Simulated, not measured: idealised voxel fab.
process module | voxel gate over fins
cross-section cut | 195 nm wide | cells 5 nm
A cross-section is a grid of square cells, given in bands from the top down. A band is one or more rows of cells.
Each band's line starts with the height of the band's top and of its bottom, in nm. Then come its materials from left to right, each with its width in nm. One material with "throughout" fills the band from edge to edge. "air" is empty space.
Height 0 is the level under which the wafer as received is all one material. The lowest band goes on downwards, as in "0 down".
A width such as "30 to 40" changes by the same amount from each row of cells to the next, from the band's top row to its bottom row.
"no change" after a step means that no cell of the cross-section changed.
closed voids: empty space of 8 cells or more with no open way to the top, each as width x height at its distance from the left edge, in nm
after a step's settings: what the simulator itself notes on the step
overlay nm, on a step with a mask: how far to the right of its planned place the mask lay; to the left if negative
Each pair below shows a cross-section before one step and the cross-section after it, down to the lowest band that changed. The line under each pair gives the step between them, with its settings. The pairs can come from different runs of this module on the same starting wafer, so a pair continues from the pair above only where its "before" says so.
before
  0 down: Si throughout
  closed voids: none
after
  5 to 0: SiN throughout
  below 0: unchanged
  closed voids: none
the step between: op CONFORMAL_DEP | material SiN | thk nm 5
before: the cross-section after the pair above
after
  15 to 5: aC throughout
  below 5: unchanged
  closed voids: none
the step between: op DIRECTIONAL_DEP | material aC | thk nm 10
before: the cross-section after the pair above
after
  40 to 15: air 70 | resist 15 | air 25 | resist 15 | air 70
  below 15: unchanged
  closed voids: none
the step between: op PATTERN | tone cover | mask id FINS | material resist | width nm 15 | pitch nm 40 | thk nm 25 | overlay nm 0
before: the cross-section after the pair above
after
  30 to 15: air 70 | resist 15 | air 25 | resist 15 | air 70
  15 to 5: air 70 | aC 15 | air 25 | aC 15 | air 70
  below 5: unchanged
  closed voids: none
the step between: op DIRECTIONAL_ETCH | etch materials aC | depth nm 10
before: the cross-section after the pair above
after
  15 to 5: air 70 | aC 15 | air 25 | aC 15 | air 70
  below 5: unchanged
  closed voids: none
the step between: op STRIP | etch materials resist
before: the cross-section after the pair above
after
  15 to 5: air 70 | aC 15 | air 25 | aC 15 | air 70
  5 to 0: air 70 | SiN 15 | air 25 | SiN 15 | air 70
  below 0: unchanged
  closed voids: none
the step between: op DIRECTIONAL_ETCH | etch materials SiN | depth nm 5
before: the cross-section after the pair above
after
  15 to 5: air 70 | aC 15 | air 25 | aC 15 | air 70
  5 to 0: air 70 | SiN 15 | air 25 | SiN 15 | air 70
  0 to -40: air 70 | Si 15 | air 25 | Si 15 | air 70
  below -40: unchanged
  closed voids: none
the step between: op DIRECTIONAL_ETCH | etch materials Si | depth nm 40
before: the cross-section after the pair above
after
  5 to 0: air 70 | SiN 15 | air 25 | SiN 15 | air 70
  below 0: unchanged
  closed voids: none
the step between: op STRIP | etch materials aC
before: the cross-section after the pair above
after
  5 to 0: air 70 | SiN 15 | air 25 | SiN 15 | air 70
  0 to -40: air 70 | SiO2 5 | Si 5 | SiO2 5 | air 25 | SiO2 5 | Si 5 | SiO2 5 | air 70
  -40 to -45: SiO2 75 | Si 5 | SiO2 35 | Si 5 | SiO2 75
  below -45: unchanged
  closed voids: none
the step between: op OXIDIZE | depth nm 5
before: the cross-section after the pair above
after
  20 to 5: SiO2 throughout
  5 to 0: SiO2 70 | SiN 15 | SiO2 25 | SiN 15 | SiO2 70
  0 to -45: SiO2 75 | Si 5 | SiO2 35 | Si 5 | SiO2 75
  below -45: unchanged
  closed voids: none
the step between: op FILL_DEP | material SiO2 | thk nm 15
before: the cross-section after the pair above
after
  5 to 0: SiO2 70 | SiN 15 | SiO2 25 | SiN 15 | SiO2 70
  below 0: unchanged
  closed voids: none
the step between: op CMP | height nm 5
before: the cross-section after the pair above
after
  5 to 0: air 70 | SiN 15 | air 25 | SiN 15 | air 70
  0 to -10: air 75 | Si 5 | air 35 | Si 5 | air 75
  below -10: unchanged
  closed voids: none
the step between: op SELECTIVE_ETCH | etch materials SiO2 | depth nm 15
before: the cross-section after the pair above
after
  0 to -10: air 75 | Si 5 | air 35 | Si 5 | air 75
  below -10: unchanged
  closed voids: none
the step between: op STRIP | etch materials SiN
before: the cross-section after the pair above
after
  5 to 0: air 70 | HfO2 15 | air 25 | HfO2 15 | air 70
  0 to -5: air 70 | HfO2 5 | Si 5 | HfO2 5 | air 25 | HfO2 5 | Si 5 | HfO2 5 | air 70
  -5 to -10: HfO2 75 | Si 5 | HfO2 35 | Si 5 | HfO2 75
  below -10: unchanged
  closed voids: none
the step between: op CONFORMAL_DEP | material HfO2 | thk nm 5
before: the cross-section after the pair above
after
  10 to 5: air 65 | TiN 25 | air 15 | TiN 25 | air 65
  5 to 0: air 65 | TiN 5 | HfO2 15 | TiN 5 | air 15 | TiN 5 | HfO2 15 | TiN 5 | air 65
  0 to -5: TiN 70 | HfO2 5 | Si 5 | HfO2 5 | TiN 25 | HfO2 5 | Si 5 | HfO2 5 | TiN 70
  below -5: unchanged
  closed voids: none
the step between: op CONFORMAL_DEP | material TiN | thk nm 5
before: the cross-section after the pair above
after
  15 to 10: air 60 | TiAl 35 | air 5 | TiAl 35 | air 60
  10 to 5: air 60 | TiAl 5 | TiN 25 | TiAl 5 | air 5 | TiAl 5 | TiN 25 | TiAl 5 | air 60
  5 to 0: TiAl 65 | TiN 5 | HfO2 15 | TiN 5 | TiAl 15 | TiN 5 | HfO2 15 | TiN 5 | TiAl 65
  below 0: unchanged
  closed voids: none
the step between: op CONFORMAL_DEP | material TiAl | thk nm 5
before: the cross-section after the pair above
after
  20 to 15: air 55 | TiN 85 | air 55
  15 to 10: air 55 | TiN 5 | TiAl 35 | TiN 5 | TiAl 35 | TiN 5 | air 55
  10 to 5: TiN 60 | TiAl 5 | TiN 25 | TiAl 5 | TiN 5 | TiAl 5 | TiN 25 | TiAl 5 | TiN 60
  below 5: unchanged
  closed voids: none
the step between: op CONFORMAL_DEP | material TiN | thk nm 5
before: the cross-section after the pair above
after
  30 to 20: W throughout
  20 to 15: W 55 | TiN 85 | W 55
  15 to 10: W 55 | TiN 5 | TiAl 35 | TiN 5 | TiAl 35 | TiN 5 | W 55
  below 10: unchanged
  closed voids: none
the step between: op FILL_DEP | material W | thk nm 10
before: the cross-section after the pair above
after
  25 to 20: W throughout
  below 20: unchanged
  closed voids: none
the step between: op CMP | height nm 25
before: the cross-section after the pair above
after
  35 to 25: SiN throughout
  below 25: unchanged
  closed voids: none
the step between: op CONFORMAL_DEP | material SiN | thk nm 10
before
  10 to 5: air 65 | TiN 25 | air 15 | TiN 25 | air 65
  5 to 0: air 65 | TiN 5 | HfO2 15 | TiN 5 | air 15 | TiN 5 | HfO2 15 | TiN 5 | air 65
  0 to -5: TiN 70 | HfO2 5 | Si 5 | HfO2 5 | TiN 25 | HfO2 5 | Si 5 | HfO2 5 | TiN 70
  -5 to -10: HfO2 75 | Si 5 | HfO2 35 | Si 5 | HfO2 75
  -10 to -45: SiO2 75 | Si 5 | SiO2 35 | Si 5 | SiO2 75
  -45 down: Si throughout
  closed voids: none
after
  15 to 5: air 60 | TiN 35 | air 5 | TiN 35 | air 60
  5 to 0: TiN 70 | HfO2 15 | TiN 25 | HfO2 15 | TiN 70
  below 0: unchanged
  closed voids: none
the step between: op CONFORMAL_DEP | material TiN | thk nm 5
before: the cross-section after the pair above
after
  25 to 15: W throughout
  15 to 5: W 60 | TiN 35 | W 5 | TiN 35 | W 60
  below 5: unchanged
  closed voids: none
the step between: op FILL_DEP | material W | thk nm 10
before: the cross-section after the pair above
after
  35 to 25: SiN throughout
  below 25: unchanged
  closed voids: none
the step between: op CONFORMAL_DEP | material SiN | thk nm 10
before
  5 to 0: air 70 | SiN 15 | air 25 | SiN 15 | air 70
  0 to -10: air 75 | Si 5 | air 35 | Si 5 | air 75
  -10 to -45: SiO2 75 | Si 5 | SiO2 35 | Si 5 | SiO2 75
  -45 down: Si throughout
  closed voids: none
after
  5 to 0: air 70 | SiN 15 | air 25 | SiN 15 | air 70
  0 to -25: air 75 | Si 5 | air 35 | Si 5 | air 75
  below -25: unchanged
  closed voids: none
the step between: op SELECTIVE_ETCH | etch materials SiO2 | depth nm 15
before: the cross-section after the pair above
after
  0 to -25: air 75 | Si 5 | air 35 | Si 5 | air 75
  below -25: unchanged
  closed voids: none
the step between: op STRIP | etch materials SiN
before: the cross-section after the pair above
after
  5 to 0: air 70 | HfO2 15 | air 25 | HfO2 15 | air 70
  0 to -20: air 70 | HfO2 5 | Si 5 | HfO2 5 | air 25 | HfO2 5 | Si 5 | HfO2 5 | air 70
  -20 to -25: HfO2 75 | Si 5 | HfO2 35 | Si 5 | HfO2 75
  below -25: unchanged
  closed voids: none
the step between: op CONFORMAL_DEP | material HfO2 | thk nm 5
before: the cross-section after the pair above
after
  10 to 5: air 65 | TiN 25 | air 15 | TiN 25 | air 65
  5 to 0: air 65 | TiN 5 | HfO2 15 | TiN 5 | air 15 | TiN 5 | HfO2 15 | TiN 5 | air 65
  0 to -15: air 65 | TiN 5 | HfO2 5 | Si 5 | HfO2 5 | TiN 5 | air 15 | TiN 5 | HfO2 5 | Si 5 | HfO2 5 | TiN 5 | air 65
  -15 to -20: TiN 70 | HfO2 5 | Si 5 | HfO2 5 | TiN 25 | HfO2 5 | Si 5 | HfO2 5 | TiN 70
  below -20: unchanged
  closed voids: none
the step between: op CONFORMAL_DEP | material TiN | thk nm 5
before: the cross-section after the pair above
after
  15 to 10: air 60 | TiAl 35 | air 5 | TiAl 35 | air 60
  10 to 5: air 60 | TiAl 5 | TiN 25 | TiAl 5 | air 5 | TiAl 5 | TiN 25 | TiAl 5 | air 60
  5 to 0: air 60 | TiAl 5 | TiN 5 | HfO2 15 | TiN 5 | TiAl 5 | air 5 | TiAl 5 | TiN 5 | HfO2 15 | TiN 5 | TiAl 5 | air 60
  0 to -10: air 60 | TiAl 5 | TiN 5 | HfO2 5 | Si 5 | HfO2 5 | TiN 5 | TiAl 5 | air 5 | TiAl 5 | TiN 5 | HfO2 5 | Si 5 | HfO2 5 | TiN 5 | TiAl 5 | air 60
  -10 to -15: TiAl 65 | TiN 5 | HfO2 5 | Si 5 | HfO2 5 | TiN 5 | TiAl 15 | TiN 5 | HfO2 5 | Si 5 | HfO2 5 | TiN 5 | TiAl 65
  below -15: unchanged
  closed voids: none
the step between: op CONFORMAL_DEP | material TiAl | thk nm 5
before: the cross-section after the pair above
after
  20 to 15: air 55 | TiN 85 | air 55
  15 to 10: air 55 | TiN 5 | TiAl 35 | TiN 5 | TiAl 35 | TiN 5 | air 55
  10 to 5: air 55 | TiN 5 | TiAl 5 | TiN 25 | TiAl 5 | TiN 5 | TiAl 5 | TiN 25 | TiAl 5 | TiN 5 | air 55
  5 to 0: air 55 | TiN 5 | TiAl 5 | TiN 5 | HfO2 15 | TiN 5 | TiAl 5 | TiN 5 | TiAl 5 | TiN 5 | HfO2 15 | TiN 5 | TiAl 5 | TiN 5 | air 55
  0 to -5: air 55 | TiN 5 | TiAl 5 | TiN 5 | HfO2 5 | Si 5 | HfO2 5 | TiN 5 | TiAl 5 | TiN 5 | TiAl 5 | TiN 5 | HfO2 5 | Si 5 | HfO2 5 | TiN 5 | TiAl 5 | TiN 5 | air 55
  -5 to -10: TiN 60 | TiAl 5 | TiN 5 | HfO2 5 | Si 5 | HfO2 5 | TiN 5 | TiAl 5 | TiN 5 | TiAl 5 | TiN 5 | HfO2 5 | Si 5 | HfO2 5 | TiN 5 | TiAl 5 | TiN 60
  below -10: unchanged
  closed voids: none
the step between: op CONFORMAL_DEP | material TiN | thk nm 5
before: the cross-section after the pair above
after
  30 to 20: W throughout
  20 to 15: W 55 | TiN 85 | W 55
  15 to 10: W 55 | TiN 5 | TiAl 35 | TiN 5 | TiAl 35 | TiN 5 | W 55
  10 to 5: W 55 | TiN 5 | TiAl 5 | TiN 25 | TiAl 5 | TiN 5 | TiAl 5 | TiN 25 | TiAl 5 | TiN 5 | W 55
  5 to 0: W 55 | TiN 5 | TiAl 5 | TiN 5 | HfO2 15 | TiN 5 | TiAl 5 | TiN 5 | TiAl 5 | TiN 5 | HfO2 15 | TiN 5 | TiAl 5 | TiN 5 | W 55
  0 to -5: W 55 | TiN 5 | TiAl 5 | TiN 5 | HfO2 5 | Si 5 | HfO2 5 | TiN 5 | TiAl 5 | TiN 5 | TiAl 5 | TiN 5 | HfO2 5 | Si 5 | HfO2 5 | TiN 5 | TiAl 5 | TiN 5 | W 55
  below -5: unchanged
  closed voids: none
the step between: op FILL_DEP | material W | thk nm 10
before: the cross-section after the pair above
after
  25 to 20: W throughout
  below 20: unchanged
  closed voids: none
the step between: op CMP | height nm 25
before: the cross-section after the pair above
after
  35 to 25: SiN throughout
  below 25: unchanged
  closed voids: none
the step between: op CONFORMAL_DEP | material SiN | thk nm 10
before
  5 to 0: SiO2 70 | SiN 15 | SiO2 25 | SiN 15 | SiO2 70
  0 to -45: SiO2 75 | Si 5 | SiO2 35 | Si 5 | SiO2 75
  -45 down: Si throughout
  closed voids: none
after
  5 to 0: SiO2 70 | air 15 | SiO2 25 | air 15 | SiO2 70
  below 0: unchanged
  closed voids: none
the step between: op STRIP | etch materials SiN
before: the cross-section after the pair above
after
  0 to -10: air 75 | Si 5 | air 35 | Si 5 | air 75
  -10 to -15: SiO2 55 | air 20 | Si 5 | air 35 | Si 5 | air 20 | SiO2 55
  below -15: unchanged
  closed voids: none
the step between: op SELECTIVE_ETCH | etch materials SiO2 | depth nm 15
before: the cross-section after the pair above
after
  5 to 0: air 70 | HfO2 15 | air 25 | HfO2 15 | air 70
  0 to -5: air 70 | HfO2 5 | Si 5 | HfO2 5 | air 25 | HfO2 5 | Si 5 | HfO2 5 | air 70
  -5 to -10: HfO2 60 | air 10 | HfO2 5 | Si 5 | HfO2 5 | air 25 | HfO2 5 | Si 5 | HfO2 5 | air 10 | HfO2 60
  -10 to -15: SiO2 55 | HfO2 20 | Si 5 | HfO2 35 | Si 5 | HfO2 20 | SiO2 55
  below -15: unchanged
  closed voids: none
the step between: op CONFORMAL_DEP | material HfO2 | thk nm 5
before: the cross-section after the pair above
after
  10 to 5: air 65 | TiN 25 | air 15 | TiN 25 | air 65
  5 to 0: air 65 | TiN 5 | HfO2 15 | TiN 5 | air 15 | TiN 5 | HfO2 15 | TiN 5 | air 65
  0 to -5: TiN 70 | HfO2 5 | Si 5 | HfO2 5 | TiN 5 | air 15 | TiN 5 | HfO2 5 | Si 5 | HfO2 5 | TiN 70
  -5 to -10: HfO2 60 | TiN 10 | HfO2 5 | Si 5 | HfO2 5 | TiN 25 | HfO2 5 | Si 5 | HfO2 5 | TiN 10 | HfO2 60
  below -10: unchanged
  closed voids: none
the step between: op CONFORMAL_DEP | material TiN | thk nm 5
before: the cross-section after the pair above
after
  15 to 10: air 60 | TiAl 35 | air 5 | TiAl 35 | air 60
  10 to 5: air 60 | TiAl 5 | TiN 25 | TiAl 5 | air 5 | TiAl 5 | TiN 25 | TiAl 5 | air 60
  5 to 0: TiAl 65 | TiN 5 | HfO2 15 | TiN 5 | TiAl 5 | air 5 | TiAl 5 | TiN 5 | HfO2 15 | TiN 5 | TiAl 65
  0 to -5: TiN 70 | HfO2 5 | Si 5 | HfO2 5 | TiN 5 | TiAl 15 | TiN 5 | HfO2 5 | Si 5 | HfO2 5 | TiN 70
  below -5: unchanged
  closed voids: none
the step between: op CONFORMAL_DEP | material TiAl | thk nm 5
before: the cross-section after the pair above
after
  20 to 15: air 55 | TiN 85 | air 55
  15 to 10: air 55 | TiN 5 | TiAl 35 | TiN 5 | TiAl 35 | TiN 5 | air 55
  10 to 5: TiN 60 | TiAl 5 | TiN 25 | TiAl 5 | TiN 5 | TiAl 5 | TiN 25 | TiAl 5 | TiN 60
  5 to 0: TiAl 65 | TiN 5 | HfO2 15 | TiN 5 | TiAl 5 | TiN 5 | TiAl 5 | TiN 5 | HfO2 15 | TiN 5 | TiAl 65
  below 0: unchanged
  closed voids: none
the step between: op CONFORMAL_DEP | material TiN | thk nm 5
before: the cross-section after the pair above
after
  30 to 20: W throughout
  20 to 15: W 55 | TiN 85 | W 55
  15 to 10: W 55 | TiN 5 | TiAl 35 | TiN 5 | TiAl 35 | TiN 5 | W 55
  below 10: unchanged
  closed voids: none
the step between: op FILL_DEP | material W | thk nm 10
before: the cross-section after the pair above
after
  25 to 20: W throughout
  below 20: unchanged
  closed voids: none
the step between: op CMP | height nm 25
before: the cross-section after the pair above
after
  35 to 25: SiN throughout
  below 25: unchanged
  closed voids: none
the step between: op CONFORMAL_DEP | material SiN | thk nm 10
before
  15 to 5: air 70 | aC 15 | air 25 | aC 15 | air 70
  5 to 0: air 70 | SiN 15 | air 25 | SiN 15 | air 70
  0 down: Si throughout
  closed voids: none
after
  15 to 5: air 70 | aC 15 | air 25 | aC 15 | air 70
  5 to 0: air 70 | SiN 15 | air 25 | SiN 15 | air 70
  0 to -35: air 70 | Si 15 | air 25 | Si 15 | air 70
  below -35: unchanged
  closed voids: none
the step between: op DIRECTIONAL_ETCH | etch materials Si | depth nm 35
before: the cross-section after the pair above
after
  5 to 0: air 70 | SiN 15 | air 25 | SiN 15 | air 70
  below 0: unchanged
  closed voids: none
the step between: op STRIP | etch materials aC
before: the cross-section after the pair above
after
  5 to 0: air 70 | SiN 15 | air 25 | SiN 15 | air 70
  0 to -35: air 70 | SiO2 5 | Si 5 | SiO2 5 | air 25 | SiO2 5 | Si 5 | SiO2 5 | air 70
  -35 to -40: SiO2 75 | Si 5 | SiO2 35 | Si 5 | SiO2 75
  below -40: unchanged
  closed voids: none
the step between: op OXIDIZE | depth nm 5
before: the cross-section after the pair above
after
  20 to 5: SiO2 throughout
  5 to 0: SiO2 70 | SiN 15 | SiO2 25 | SiN 15 | SiO2 70
  0 to -40: SiO2 75 | Si 5 | SiO2 35 | Si 5 | SiO2 75
  below -40: unchanged
  closed voids: none
the step between: op FILL_DEP | material SiO2 | thk nm 15
before: the cross-section after the pair above
after
  5 to 0: SiO2 70 | SiN 15 | SiO2 25 | SiN 15 | SiO2 70
  below 0: unchanged
  closed voids: none
the step between: op CMP | height nm 5
before: the cross-section after the pair above
after
  5 to 0: air 70 | SiN 15 | air 25 | SiN 15 | air 70
  0 to -10: air 75 | Si 5 | air 35 | Si 5 | air 75
  below -10: unchanged
  closed voids: none
the step between: op SELECTIVE_ETCH | etch materials SiO2 | depth nm 15
before: the cross-section after the pair above
after
  0 to -10: air 75 | Si 5 | air 35 | Si 5 | air 75
  below -10: unchanged
  closed voids: none
the step between: op STRIP | etch materials SiN
before: the cross-section after the pair above
after
  5 to 0: air 70 | HfO2 15 | air 25 | HfO2 15 | air 70
  0 to -5: air 70 | HfO2 5 | Si 5 | HfO2 5 | air 25 | HfO2 5 | Si 5 | HfO2 5 | air 70
  -5 to -10: HfO2 75 | Si 5 | HfO2 35 | Si 5 | HfO2 75
  below -10: unchanged
  closed voids: none
the step between: op CONFORMAL_DEP | material HfO2 | thk nm 5
before: the cross-section after the pair above
after
  10 to 5: air 65 | TiN 25 | air 15 | TiN 25 | air 65
  5 to 0: air 65 | TiN 5 | HfO2 15 | TiN 5 | air 15 | TiN 5 | HfO2 15 | TiN 5 | air 65
  0 to -5: TiN 70 | HfO2 5 | Si 5 | HfO2 5 | TiN 25 | HfO2 5 | Si 5 | HfO2 5 | TiN 70
  below -5: unchanged
  closed voids: none
the step between: op CONFORMAL_DEP | material TiN | thk nm 5
before: the cross-section after the pair above
after
  15 to 10: air 60 | TiAl 35 | air 5 | TiAl 35 | air 60
  10 to 5: air 60 | TiAl 5 | TiN 25 | TiAl 5 | air 5 | TiAl 5 | TiN 25 | TiAl 5 | air 60
  5 to 0: TiAl 65 | TiN 5 | HfO2 15 | TiN 5 | TiAl 15 | TiN 5 | HfO2 15 | TiN 5 | TiAl 65
  below 0: unchanged
  closed voids: none
the step between: op CONFORMAL_DEP | material TiAl | thk nm 5
before: the cross-section after the pair above
after
  20 to 15: air 55 | TiN 85 | air 55
  15 to 10: air 55 | TiN 5 | TiAl 35 | TiN 5 | TiAl 35 | TiN 5 | air 55
  10 to 5: TiN 60 | TiAl 5 | TiN 25 | TiAl 5 | TiN 5 | TiAl 5 | TiN 25 | TiAl 5 | TiN 60
  below 5: unchanged
  closed voids: none
the step between: op CONFORMAL_DEP | material TiN | thk nm 5
before: the cross-section after the pair above
after
  30 to 20: W throughout
  20 to 15: W 55 | TiN 85 | W 55
  15 to 10: W 55 | TiN 5 | TiAl 35 | TiN 5 | TiAl 35 | TiN 5 | W 55
  below 10: unchanged
  closed voids: none
the step between: op FILL_DEP | material W | thk nm 10
before: the cross-section after the pair above
after
  25 to 20: W throughout
  below 20: unchanged
  closed voids: none
the step between: op CMP | height nm 25
before: the cross-section after the pair above
after
  35 to 25: SiN throughout
  below 25: unchanged
  closed voids: none
the step between: op CONFORMAL_DEP | material SiN | thk nm 10
before
  15 to 5: aC throughout
  5 to 0: SiN throughout
  0 down: Si throughout
  closed voids: none
after
  40 to 15: air 70 | resist 20 | air 20 | resist 20 | air 65
  below 15: unchanged
  closed voids: none
the step between: op PATTERN | tone cover | mask id FINS | material resist | width nm 20 | pitch nm 40 | thk nm 25 | overlay nm 0
before: the cross-section after the pair above
after
  30 to 15: air 70 | resist 20 | air 20 | resist 20 | air 65
  15 to 5: air 70 | aC 20 | air 20 | aC 20 | air 65
  below 5: unchanged
  closed voids: none
the step between: op DIRECTIONAL_ETCH | etch materials aC | depth nm 10
before: the cross-section after the pair above
after
  15 to 5: air 70 | aC 20 | air 20 | aC 20 | air 65
  below 5: unchanged
  closed voids: none
the step between: op STRIP | etch materials resist
before: the cross-section after the pair above
after
  15 to 5: air 70 | aC 20 | air 20 | aC 20 | air 65
  5 to 0: air 70 | SiN 20 | air 20 | SiN 20 | air 65
  below 0: unchanged
  closed voids: none
the step between: op DIRECTIONAL_ETCH | etch materials SiN | depth nm 5
before: the cross-section after the pair above
after
  15 to 5: air 70 | aC 20 | air 20 | aC 20 | air 65
  5 to 0: air 70 | SiN 20 | air 20 | SiN 20 | air 65
  0 to -40: air 70 | Si 20 | air 20 | Si 20 | air 65
  below -40: unchanged
  closed voids: none
the step between: op DIRECTIONAL_ETCH | etch materials Si | depth nm 40
before: the cross-section after the pair above
after
  5 to 0: air 70 | SiN 20 | air 20 | SiN 20 | air 65
  below 0: unchanged
  closed voids: none
the step between: op STRIP | etch materials aC
before: the cross-section after the pair above
after
  5 to 0: air 70 | SiN 20 | air 20 | SiN 20 | air 65
  0 to -40: air 70 | SiO2 5 | Si 10 | SiO2 5 | air 20 | SiO2 5 | Si 10 | SiO2 5 | air 65
  -40 to -45: SiO2 75 | Si 10 | SiO2 30 | Si 10 | SiO2 70
  below -45: unchanged
  closed voids: none
the step between: op OXIDIZE | depth nm 5
before: the cross-section after the pair above
after
  20 to 5: SiO2 throughout
  5 to 0: SiO2 70 | SiN 20 | SiO2 20 | SiN 20 | SiO2 65
  0 to -45: SiO2 75 | Si 10 | SiO2 30 | Si 10 | SiO2 70
  below -45: unchanged
  closed voids: none
the step between: op FILL_DEP | material SiO2 | thk nm 15
before: the cross-section after the pair above
after
  5 to 0: SiO2 70 | SiN 20 | SiO2 20 | SiN 20 | SiO2 65
  below 0: unchanged
  closed voids: none
the step between: op CMP | height nm 5
before: the cross-section after the pair above
after
  5 to 0: air 70 | SiN 20 | air 20 | SiN 20 | air 65
  0 to -10: air 75 | Si 10 | air 30 | Si 10 | air 70
  below -10: unchanged
  closed voids: none
the step between: op SELECTIVE_ETCH | etch materials SiO2 | depth nm 15
before: the cross-section after the pair above
after
  0 to -10: air 75 | Si 10 | air 30 | Si 10 | air 70
  below -10: unchanged
  closed voids: none
the step between: op STRIP | etch materials SiN
before: the cross-section after the pair above
after
  5 to 0: air 70 | HfO2 20 | air 20 | HfO2 20 | air 65
  0 to -5: air 70 | HfO2 5 | Si 10 | HfO2 5 | air 20 | HfO2 5 | Si 10 | HfO2 5 | air 65
  -5 to -10: HfO2 75 | Si 10 | HfO2 30 | Si 10 | HfO2 70
  below -10: unchanged
  closed voids: none
the step between: op CONFORMAL_DEP | material HfO2 | thk nm 5
before: the cross-section after the pair above
after
  10 to 5: air 65 | TiN 30 | air 10 | TiN 30 | air 60
  5 to 0: air 65 | TiN 5 | HfO2 20 | TiN 5 | air 10 | TiN 5 | HfO2 20 | TiN 5 | air 60
  0 to -5: TiN 70 | HfO2 5 | Si 10 | HfO2 5 | TiN 20 | HfO2 5 | Si 10 | HfO2 5 | TiN 65
  below -5: unchanged
  closed voids: none
the step between: op CONFORMAL_DEP | material TiN | thk nm 5
before: the cross-section after the pair above
after
  15 to 10: air 60 | TiAl 80 | air 55
  10 to 5: air 60 | TiAl 5 | TiN 30 | TiAl 10 | TiN 30 | TiAl 5 | air 55
  5 to 0: TiAl 65 | TiN 5 | HfO2 20 | TiN 5 | TiAl 10 | TiN 5 | HfO2 20 | TiN 5 | TiAl 60
  below 0: unchanged
  closed voids: none
the step between: op CONFORMAL_DEP | material TiAl | thk nm 5
before: the cross-section after the pair above
after
  20 to 15: air 55 | TiN 90 | air 50
  15 to 10: air 55 | TiN 5 | TiAl 80 | TiN 5 | air 50
  10 to 5: TiN 60 | TiAl 5 | TiN 30 | TiAl 10 | TiN 30 | TiAl 5 | TiN 55
  below 5: unchanged
  closed voids: none
the step between: op CONFORMAL_DEP | material TiN | thk nm 5
before: the cross-section after the pair above
after
  30 to 20: W throughout
  20 to 15: W 55 | TiN 90 | W 50
  15 to 10: W 55 | TiN 5 | TiAl 80 | TiN 5 | W 50
  below 10: unchanged
  closed voids: none
the step between: op FILL_DEP | material W | thk nm 10
before: the cross-section after the pair above
after
  25 to 20: W throughout
  below 20: unchanged
  closed voids: none
the step between: op CMP | height nm 25
before: the cross-section after the pair above
after
  35 to 25: SiN throughout
  below 25: unchanged
  closed voids: none
the step between: op CONFORMAL_DEP | material SiN | thk nm 10
before
  15 to 5: aC throughout
  5 to 0: SiN throughout
  0 down: Si throughout
  closed voids: none
after
  40 to 15: air 65 | resist 15 | air 25 | resist 15 | air 75
  below 15: unchanged
  closed voids: none
the step between: op PATTERN | tone cover | mask id FINS | material resist | width nm 15 | pitch nm 40 | thk nm 25 | overlay nm -5
before: the cross-section after the pair above
after
  30 to 15: air 65 | resist 15 | air 25 | resist 15 | air 75
  15 to 5: air 65 | aC 15 | air 25 | aC 15 | air 75
  below 5: unchanged
  closed voids: none
the step between: op DIRECTIONAL_ETCH | etch materials aC | depth nm 10
before: the cross-section after the pair above
after
  15 to 5: air 65 | aC 15 | air 25 | aC 15 | air 75
  below 5: unchanged
  closed voids: none
the step between: op STRIP | etch materials resist
before: the cross-section after the pair above
after
  15 to 5: air 65 | aC 15 | air 25 | aC 15 | air 75
  5 to 0: air 65 | SiN 15 | air 25 | SiN 15 | air 75
  below 0: unchanged
  closed voids: none
the step between: op DIRECTIONAL_ETCH | etch materials SiN | depth nm 5
before: the cross-section after the pair above
after
  15 to 5: air 65 | aC 15 | air 25 | aC 15 | air 75
  5 to 0: air 65 | SiN 15 | air 25 | SiN 15 | air 75
  0 to -40: air 65 | Si 15 | air 25 | Si 15 | air 75
  below -40: unchanged
  closed voids: none
the step between: op DIRECTIONAL_ETCH | etch materials Si | depth nm 40
before: the cross-section after the pair above
after
  5 to 0: air 65 | SiN 15 | air 25 | SiN 15 | air 75
  below 0: unchanged
  closed voids: none
the step between: op STRIP | etch materials aC
before: the cross-section after the pair above
after
  5 to 0: air 65 | SiN 15 | air 25 | SiN 15 | air 75
  0 to -40: air 65 | SiO2 5 | Si 5 | SiO2 5 | air 25 | SiO2 5 | Si 5 | SiO2 5 | air 75
  -40 to -45: SiO2 70 | Si 5 | SiO2 35 | Si 5 | SiO2 80
  below -45: unchanged
  closed voids: none
the step between: op OXIDIZE | depth nm 5
before: the cross-section after the pair above
after
  20 to 5: SiO2 throughout
  5 to 0: SiO2 65 | SiN 15 | SiO2 25 | SiN 15 | SiO2 75
  0 to -45: SiO2 70 | Si 5 | SiO2 35 | Si 5 | SiO2 80
  below -45: unchanged
  closed voids: none
the step between: op FILL_DEP | material SiO2 | thk nm 15
before: the cross-section after the pair above
after
  5 to 0: SiO2 65 | SiN 15 | SiO2 25 | SiN 15 | SiO2 75
  below 0: unchanged
  closed voids: none
the step between: op CMP | height nm 5
before: the cross-section after the pair above
after
  5 to 0: air 65 | SiN 15 | air 25 | SiN 15 | air 75
  0 to -10: air 70 | Si 5 | air 35 | Si 5 | air 80
  below -10: unchanged
  closed voids: none
the step between: op SELECTIVE_ETCH | etch materials SiO2 | depth nm 15
before: the cross-section after the pair above
after
  0 to -10: air 70 | Si 5 | air 35 | Si 5 | air 80
  below -10: unchanged
  closed voids: none
the step between: op STRIP | etch materials SiN
before: the cross-section after the pair above
after
  5 to 0: air 65 | HfO2 15 | air 25 | HfO2 15 | air 75
  0 to -5: air 65 | HfO2 5 | Si 5 | HfO2 5 | air 25 | HfO2 5 | Si 5 | HfO2 5 | air 75
  -5 to -10: HfO2 70 | Si 5 | HfO2 35 | Si 5 | HfO2 80
  below -10: unchanged
  closed voids: none
the step between: op CONFORMAL_DEP | material HfO2 | thk nm 5
before: the cross-section after the pair above
after
  10 to 5: air 60 | TiN 25 | air 15 | TiN 25 | air 70
  5 to 0: air 60 | TiN 5 | HfO2 15 | TiN 5 | air 15 | TiN 5 | HfO2 15 | TiN 5 | air 70
  0 to -5: TiN 65 | HfO2 5 | Si 5 | HfO2 5 | TiN 25 | HfO2 5 | Si 5 | HfO2 5 | TiN 75
  below -5: unchanged
  closed voids: none
the step between: op CONFORMAL_DEP | material TiN | thk nm 5
before: the cross-section after the pair above
after
  15 to 10: air 55 | TiAl 35 | air 5 | TiAl 35 | air 65
  10 to 5: air 55 | TiAl 5 | TiN 25 | TiAl 5 | air 5 | TiAl 5 | TiN 25 | TiAl 5 | air 65
  5 to 0: TiAl 60 | TiN 5 | HfO2 15 | TiN 5 | TiAl 15 | TiN 5 | HfO2 15 | TiN 5 | TiAl 70
  below 0: unchanged
  closed voids: none
the step between: op CONFORMAL_DEP | material TiAl | thk nm 5
before: the cross-section after the pair above
after
  20 to 15: air 50 | TiN 85 | air 60
  15 to 10: air 50 | TiN 5 | TiAl 35 | TiN 5 | TiAl 35 | TiN 5 | air 60
  10 to 5: TiN 55 | TiAl 5 | TiN 25 | TiAl 5 | TiN 5 | TiAl 5 | TiN 25 | TiAl 5 | TiN 65
  below 5: unchanged
  closed voids: none
the step between: op CONFORMAL_DEP | material TiN | thk nm 5
